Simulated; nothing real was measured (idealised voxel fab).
Process module under the name voxel double patterning
Xsec cut, 295 nm wide, square cell size 5 nm.
Reading order for cross-sections: top band down to bottom band. Underlying form: a grid of square cells. Band size: one or more rows of cells. Heights first: top, then bottom, in nm. Then materials, left to right, each with a width in nm. "edge to edge" on a single material: fills the band edge to edge. "empty": empty space. All heights in this document are referenced to 0, defined as the level beneath which the wafer, as received, consists entirely of one material. The lowest band is not bounded below; it extends indefinitely downward and is written in the form "z 0 and below". Width "30->40": first value at the band's top row of cells, second value at its bottom row, equal change from row to row. Any step labelled "nothing was modified" changed none of the cells in the cross-section. In "Trapped cavities" the enclosed voids are listed, meaning empty spaces of 8 cells or larger without any opening to the top. The form is width x height at distance, distance from the left edge, units nm. It should be noted that, on the line of a given step, the content following the step's settings is a remark produced by the simulator itself with respect to that step. "overlay nm" denotes, for a step that has a mask, the displacement of the mask to the right of its planned place, with negative values corresponding to the left.

The following list gives the planned process steps:
1,RECEIVE, material Si
2,CONFORMAL_DEP, material SiO2, thk nm 10
3,DIRECTIONAL_DEP, material W, thk nm 10
4,DIRECTIONAL_DEP, material SiN, thk nm 5
5,MASKED_ETCH, tone open, mask id FIRST, width nm 15, pitch nm 50, etch materials SiN, depth nm 5, overlay nm 0
6,DIRECTIONAL_DEP, material aC, thk nm 10
7,PATTERN, tone open, mask id SECOND, material resist, width nm 15, pitch nm 50, thk nm 25, overlay nm 0
8,DIRECTIONAL_ETCH, etch materials aC, depth nm 10
9,STRIP, etch materials resist
10,DIRECTIONAL_ETCH, etch materials SiN, depth nm 5
11,STRIP, etch materials aC
12,DIRECTIONAL_ETCH, etch materials W, depth nm 10
13,STRIP, etch materials SiN

Cross-section of the wafer at receipt, which is the condition after step 1:
z 0 and below  Si edge to edge
Trapped cavities: none

This is how the wafer looks in cross-section once the module is done, given the starting state and plan above and one mistake in carrying the plan out:
z 20 to 10  SiO2 edge to edge
z 10 to 0  W edge to edge
z 0 and below  Si edge to edge
Trapped cavities: none
What was done differently from what was planned? step 3 occupied the plan position of step 2, and the converse holds as well
